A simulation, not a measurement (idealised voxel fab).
Module name: voxel trench capacitor (process module)
Section cut is 210 nm wide and gridded with 5 nm square cells.
A cross-section is written here as square cells arranged in a grid, and it is given in bands from the top down, each band taking up one or more rows of cells.
Top height, bottom height, nm. Materials left to right, width each, nm. Single material + "full width" = fills band edge to edge. "blank" = empty.
Height reference: 0 = level under which incoming wafer is all one material. Lowest band: no bottom, runs on downward, e.g. "0 and below".
A width such as "30..40" changes by the same amount from each row of cells to the next, from the band's top row to its bottom row.
Step marked "nothing different"? Then no cell in the cross-section changed in it.
Any empty space of 8 cells or more lacking an open way to the top shows up in "Fully sealed cavities" as width x height at distance, distance from the left edge, in nm.
Note: text after step settings on the step line = simulator remark on that step.
"overlay nm", when on a step's line for a step with a mask, measures how far to the right of its planned place the mask lay; a negative measure means to the left.

### Planned step list for the process
1: RECEIVE with material Si
2: CONFORMAL_DEP with material SiN, thk nm 5
3: MASKED_ETCH with tone open, mask id TRENCH, width nm 30, pitch nm 60, etch materials SiN, depth nm 5, overlay nm 0
4: MASKED_ETCH with tone open, mask id TRENCH, width nm 30, pitch nm 60, etch materials Si, depth nm 30, overlay nm 0
5: CONFORMAL_DEP with material Al2O3, thk nm 5
6: CONFORMAL_DEP with material TiN, thk nm 5
7: FILL_DEP with material W, thk nm 10
8: CMP with height nm 5

### Cross-section: wafer on arrival = after step 1
	0 and below: Si full width
	Fully sealed cavities: none

### First wafer of two, sectioned at end of module; run went per plan
	5 down to 0: SiN 30, Al2O3 5, TiN 5, W 10, TiN 5, Al2O3 5, SiN 30, Al2O3 5, TiN 5, W 10, TiN 5, Al2O3 5, SiN 30, Al2O3 5, TiN 5, W 10, TiN 5, Al2O3 5, SiN 30
	0 down to -20: Si 30, Al2O3 5, TiN 5, W 10, TiN 5, Al2O3 5, Si 30, Al2O3 5, TiN 5, W 10, TiN 5, Al2O3 5, Si 30, Al2O3 5, TiN 5, W 10, TiN 5, Al2O3 5, Si 30
	-20 down to -25: Si 30, Al2O3 5, TiN 20, Al2O3 5, Si 30, Al2O3 5, TiN 20, Al2O3 5, Si 30, Al2O3 5, TiN 20, Al2O3 5, Si 30
	-25 down to -30: Si 30, Al2O3 30, Si 30, Al2O3 30, Si 30, Al2O3 30, Si 30
	-30 and below: Si full width
	Fully sealed cavities: none

### So this is wafer number two of the two, cut at the end of the module - it started where the first did and had the same plan, we just got one thing wrong running it
	5 down to 0: SiN 30, TiN 5, W 20, TiN 5, SiN 30, TiN 5, W 20, TiN 5, SiN 30, TiN 5, W 20, TiN 5, SiN 30
	0 down to -25: Si 30, TiN 5, W 20, TiN 5, Si 30, TiN 5, W 20, TiN 5, Si 30, TiN 5, W 20, TiN 5, Si 30
	-25 down to -30: Si 30, TiN 30, Si 30, TiN 30, Si 30, TiN 30, Si 30
	-30 and below: Si full width
	Fully sealed cavities: none
Misprocessing identified: step 5 of the plan was excluded from execution and never run
Upon completion, the second wafer contains, in terms of cells, a greater or smaller amount of certain materials than the first wafer: Al2O3: 54 fewer; TiN: 12 more; W: 42 more
